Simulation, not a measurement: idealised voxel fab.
The document below concerns the process module designated voxel gate over fins.
The figure presents cross-section cut, which has a width of 250 nm and is divided into square cells with an edge length of 5 nm.
For the purposes of this document, a cross-section shall be understood as a grid of square cells, specified as bands listed in top-to-bottom order, each band consisting of one or more rows of cells. Read a band's entry like this: the first values are the height of its top and the height of its bottom in nm, and what follows is the sequence of materials from left to right, each with its width in nm. Note that "blank" is empty space, and that a single material marked "everywhere" reaches across the band from edge to edge. The reference from which all heights are counted is 0, the level beneath which the as-received wafer is entirely one material; the lowest band, having no lower bound, proceeds downward and is written after the example "0 nm and below". So if you see something like "30..40" for the width, read it as the top row of the band sitting at the first number and the bottom row at the second, with every row in between moving by the same amount as the last. A step reported as "everything unchanged" is a step in which no cell of the cross-section changed. Entry "Enclosed void listing" = empty spaces >= 8 cells with no open way to the top; each as width x height at distance, distance from left edge, all nm. Post-settings text on a step line: simulator's own remark regarding the step. overlay nm: for a step with a mask, the amount by which the mask lay right of where it was planned; a negative amount means left of it.
Process steps - plan
1) RECEIVE with material Si
2) CONFORMAL_DEP with material SiN, thk nm 5
3) PATTERN with tone cover, mask id FINS, material resist, width nm 15, pitch nm 35, thk nm 20, overlay nm 0
4) DIRECTIONAL_ETCH with etch materials SiN, depth nm 5
5) DIRECTIONAL_ETCH with etch materials Si, depth nm 30
6) STRIP with etch materials resist
7) FILL_DEP with material SiO2, thk nm 10
8) CMP with height nm 5
9) SELECTIVE_ETCH with etch materials SiO2, depth nm 15
10) STRIP with etch materials SiN
11) CONFORMAL_DEP with material HfO2, thk nm 5
12) CONFORMAL_DEP with material TiN, thk nm 5
13) FILL_DEP with material W, thk nm 15
14) CMP with height nm 20
15) CONFORMAL_DEP with material SiN, thk nm 5
The cross-section here shows the wafer as received, i.e. in its state after step 1
	0 nm and below  Si everywhere
	Enclosed void listing: none
Starting structure and process plan are as shown above, but one mistake was made in running the module; the wafer cross-section at the end of the module follows
	25 nm to 20 nm  SiN everywhere
	20 nm to 10 nm  W everywhere
	10 nm to 5 nm  70 W / 105 TiN / 75 W
	5 nm to 0 nm  70 W / 5 TiN / 25 SiN / 10 TiN / 25 SiN / 10 TiN / 25 SiN / 5 TiN / 75 W
	0 nm to -5 nm  75 TiN / 5 SiN / 15 Si / 5 SiN / 10 TiN / 5 SiN / 15 Si / 5 SiN / 10 TiN / 5 SiN / 15 Si / 5 SiN / 80 TiN
	-5 nm to -10 nm  80 SiN / 15 Si / 20 SiN / 15 Si / 20 SiN / 15 Si / 85 SiN
	-10 nm to -30 nm  80 SiO2 / 15 Si / 20 SiO2 / 15 Si / 20 SiO2 / 15 Si / 85 SiO2
	-30 nm and below  Si everywhere
	Enclosed void listing: none
Deviation noted in wafer processing: contrary to plan, step 11 was performed as CONFORMAL_DEP with material SiN, thk nm 5
